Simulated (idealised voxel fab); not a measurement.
process module | voxel ribs on slabs
cross-section cut | 255 nm wide | cells 5 nm
A cross-section is a grid of square cells, given in bands from the top down. A band is one or more rows of cells.
Each band's line starts with the height of the band's top and of its bottom, in nm. Then come its materials from left to right, each with its width in nm. One material with "throughout" fills the band from edge to edge. "air" is empty space.
Height 0 is the level under which the wafer as received is all one material. The lowest band goes on downwards, as in "0 down".
A width such as "30 to 40" changes by the same amount from each row of cells to the next, from the band's top row to its bottom row.
"no change" after a step means that no cell of the cross-section changed.
closed voids: empty space of 8 cells or more with no open way to the top, each as width x height at its distance from the left edge, in nm
after a step's settings: what the simulator itself notes on the step
overlay nm, on a step with a mask: how far to the right of its planned place the mask lay; to the left if negative
plan
1 op RECEIVE | material Si
2 op DIRECTIONAL_DEP | material SiO2 | thk nm 30
3 op DIRECTIONAL_DEP | material polySi | thk nm 25
4 op MASKED_ETCH | tone cover | mask id RIB | width nm 15 | etch materials polySi | depth nm 5 | overlay nm 0
5 op MASKED_ETCH | tone cover | mask id SLAB | width nm 75 | etch materials polySi | depth nm 20 | overlay nm 0
6 op FILL_DEP | material SiO2 | thk nm 20
7 op CMP | height nm 65
8 op DIRECTIONAL_DEP | material TiN | thk nm 5
9 op DIRECTIONAL_DEP | material aC | thk nm 15
10 op PATTERN | tone cover | mask id HEATER | material resist | width nm 25 | thk nm 30 | overlay nm 0
11 op DIRECTIONAL_ETCH | etch materials aC | depth nm 15
12 op STRIP | etch materials resist
13 op DIRECTIONAL_ETCH | etch materials TiN | depth nm 5
14 op STRIP | etch materials aC
15 op CONFORMAL_DEP | material SiO2 | thk nm 10
first wafer, as planned
as received, after step 1
  0 down: Si throughout
  closed voids: none
after step 2
  30 to 0: SiO2 throughout
  below 0: unchanged
after step 3
  55 to 30: polySi throughout
  below 30: unchanged
after step 4
  55 to 50: air 120 | polySi 15 | air 120
  below 50: unchanged
after step 5
  55 to 50: air 120 | polySi 15 | air 120
  50 to 30: air 90 | polySi 75 | air 90
  below 30: unchanged
after step 6
  75 to 55: SiO2 throughout
  55 to 50: SiO2 120 | polySi 15 | SiO2 120
  50 to 30: SiO2 90 | polySi 75 | SiO2 90
  below 30: unchanged
after step 7
  65 to 55: SiO2 throughout
  below 55: unchanged
after step 8
  70 to 65: TiN throughout
  below 65: unchanged
after step 9
  85 to 70: aC throughout
  below 70: unchanged
after step 10
  115 to 85: air 115 | resist 25 | air 115
  below 85: unchanged
after step 11
  100 to 85: air 115 | resist 25 | air 115
  85 to 70: air 115 | aC 25 | air 115
  below 70: unchanged
after step 12
  85 to 70: air 115 | aC 25 | air 115
  below 70: unchanged
after step 13
  85 to 70: air 115 | aC 25 | air 115
  70 to 65: air 115 | TiN 25 | air 115
  below 65: unchanged
after step 14
  70 to 65: air 115 | TiN 25 | air 115
  below 65: unchanged
after step 15
  80 to 75: air 105 | SiO2 45 | air 105
  75 to 70: SiO2 throughout
  70 to 65: SiO2 115 | TiN 25 | SiO2 115
  below 65: unchanged
second wafer: like start, like plan, one mistake. Through step 4 it matches the first wafer
when step 5 should have ended
  55 to 50: air 120 | polySi 15 | air 120
  50 to 30: air 85 | polySi 75 | air 95
  below 30: unchanged
when step 6 should have ended
  75 to 55: SiO2 throughout
  55 to 50: SiO2 120 | polySi 15 | SiO2 120
  50 to 30: SiO2 85 | polySi 75 | SiO2 95
  below 30: unchanged
when step 7 should have ended
  65 to 55: SiO2 throughout
  below 55: unchanged
when step 8 should have ended
  70 to 65: TiN throughout
  below 65: unchanged
when step 9 should have ended
  85 to 70: aC throughout
  below 70: unchanged
when step 10 should have ended
  115 to 85: air 115 | resist 25 | air 115
  below 85: unchanged
when step 11 should have ended
  100 to 85: air 115 | resist 25 | air 115
  85 to 70: air 115 | aC 25 | air 115
  below 70: unchanged
when step 12 should have ended
  85 to 70: air 115 | aC 25 | air 115
  below 70: unchanged
when step 13 should have ended
  85 to 70: air 115 | aC 25 | air 115
  70 to 65: air 115 | TiN 25 | air 115
  below 65: unchanged
when step 14 should have ended
  70 to 65: air 115 | TiN 25 | air 115
  below 65: unchanged
when step 15 should have ended
  80 to 75: air 105 | SiO2 45 | air 105
  75 to 70: SiO2 throughout
  70 to 65: SiO2 115 | TiN 25 | SiO2 115
  below 65: unchanged
what went wrong: step 5 ran as: op MASKED_ETCH | tone cover | mask id SLAB | width nm 75 | etch materials polySi | depth nm 20 | overlay nm -5
at the end the second wafer has, in cells: as many of each material as the first, in other places
